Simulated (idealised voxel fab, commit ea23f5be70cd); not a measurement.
process module | voxel spacer lines
cross-section cut | 240 nm wide | cells 5 nm
A cross-section is a grid of square cells, given in bands from the top down. A band is one or more rows of cells.
Each band's line starts with the height of the band's top and of its bottom, in nm. Then come its materials from left to right, each with its width in nm. One material with "throughout" fills the band from edge to edge. "air" is empty space.
Height 0 is the level under which the wafer as received is all one material. The lowest band goes on downwards, as in "0 down".
A width such as "30 to 40" changes by the same amount from each row of cells to the next, from the band's top row to its bottom row.
"no change" after a step means that no cell of the cross-section changed.
closed voids: empty space of 8 cells or more with no open way to the top, each as width x height at its distance from the left edge, in nm
after a step's settings: what the simulator itself notes on the step
overlay nm, on a step with a mask: how far to the right of its planned place the mask lay; to the left if negative
plan
1 op RECEIVE | material Si
2 op CONFORMAL_DEP | material Al2O3 | thk nm 10
3 op DIRECTIONAL_DEP | material polySi | thk nm 15
4 op DIRECTIONAL_DEP | material aC | thk nm 25
5 op PATTERN | tone cover | mask id MANDREL | material resist | width nm 25 | pitch nm 70 | thk nm 30 | overlay nm 0
6 op DIRECTIONAL_ETCH | etch materials aC | depth nm 25
7 op STRIP | etch materials resist
8 op CONFORMAL_DEP | material SiN | thk nm 10
9 op DIRECTIONAL_ETCH | etch materials SiN | depth nm 10
10 op STRIP | etch materials aC
11 op DIRECTIONAL_ETCH | etch materials polySi | depth nm 15
12 op STRIP | etch materials SiN
as received, after step 1
  0 down: Si throughout
  closed voids: none
first wafer at the end, as planned
  25 to 10: air 60 | polySi 10 | air 25 | polySi 10 | air 25 | polySi 10 | air 25 | polySi 10 | air 65
  10 to 0: Al2O3 throughout
  0 down: Si throughout
  closed voids: none
second wafer at the end: like start, like plan, one mistake
  25 to 10: air 60 | polySi 10 | air 25 | polySi 10 | air 25 | polySi 10 | air 25 | polySi 10 | air 65
  10 to 0: polySi throughout
  0 down: Si throughout
  closed voids: none
what went wrong: step 2 ran as: op CONFORMAL_DEP | material polySi | thk nm 10
at the end the second wafer has, in cells: 96 fewer of Al2O3 | 96 more of polySi
